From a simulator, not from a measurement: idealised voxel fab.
voxel fin reveal: a process module
The cross-section on display is named cut; it measures 200 nm wide, and its cells are 5 nm squares.
A cross-section in this document is a grid of square cells, and it is written down as bands, the top band listed before the ones below it; a band is made up of one or more rows of cells.
Look at the band entry: it leads with the top's height and the bottom's height in nm. Then it lists the materials left to right, with a width in nm for each. The word "all across" on a single material says that material fills the band edge to edge. The word "empty" is empty space.
The reference from which all heights are counted is 0, the level beneath which the as-received wafer is entirely one material; the lowest band, having no lower bound, proceeds downward and is written after the example "0 and below".
When a width is written as two numbers, as in "30..40", the first number is the width in the top row of cells of the band and the second is the width in its bottom row, and the width changes by the same amount from each row to the next.
A step reported as "nothing got changed" is a step in which no cell of the cross-section changed.
For the entry "closed voids", the listed items are empty spaces with no open way to the top whose size is 8 cells or more; each item follows the pattern width x height at distance, where distance is from the left edge and all three are in nm.
That trailing text on a step's line, after the settings, is the simulator's own remark on the step.
Regarding "overlay nm": on a step with a mask, it is the distance the mask lay to the right of its planned place; a negative value places it to the left.
-- So here's the lineup of process steps we planned
1) RECEIVE [material Si]
2) CONFORMAL_DEP [material SiN] [thk nm 5]
3) MASKED_ETCH [tone cover] [mask id FINS] [width nm 15] [pitch nm 40] [etch materials SiN] [depth nm 5] [overlay nm 0]
4) MASKED_ETCH [tone cover] [mask id FINS] [width nm 15] [pitch nm 40] [etch materials Si] [depth nm 40] [overlay nm 0]
5) OXIDIZE [depth nm 5]
6) FILL_DEP [material SiO2] [thk nm 5]
7) CMP [height nm 5]
8) SELECTIVE_ETCH [etch materials SiO2] [depth nm 20]
9) STRIP [etch materials SiN]
-- Wafer as received: cross-section following step 1
- 0 and below: Si all across
- closed voids: none
-- Cross-section taken at module completion on the first of two wafers; processed per the plan
- 0 down to -15: empty: 55; Si: 5; empty: 35; Si: 5; empty: 35; Si: 5; empty: 60
- -15 down to -45: SiO2: 55; Si: 5; SiO2: 35; Si: 5; SiO2: 35; Si: 5; SiO2: 60
- -45 and below: Si all across
- closed voids: none
-- Presented here is a cross-section of the second of the two wafers as it stood at the end of the module. It was started in the same manner and assigned the same plan as the first wafer; however, one mistake was made in its execution
- 0 down to -15: empty: 55; Si: 10; empty: 30; Si: 10; empty: 30; Si: 10; empty: 55
- -15 down to -45: SiO2: 55; Si: 10; SiO2: 30; Si: 10; SiO2: 30; Si: 10; SiO2: 55
- -45 and below: Si all across
- closed voids: none
What was the processing mistake? step 3 did not use the planned setting and instead ran as MASKED_ETCH [tone cover] [mask id FINS] [width nm 20] [pitch nm 40] [etch materials SiN] [depth nm 5] [overlay nm 0]
Final cells, second wafer relative to first, materials higher or lower: Si: 27 more | SiO2: 18 fewer
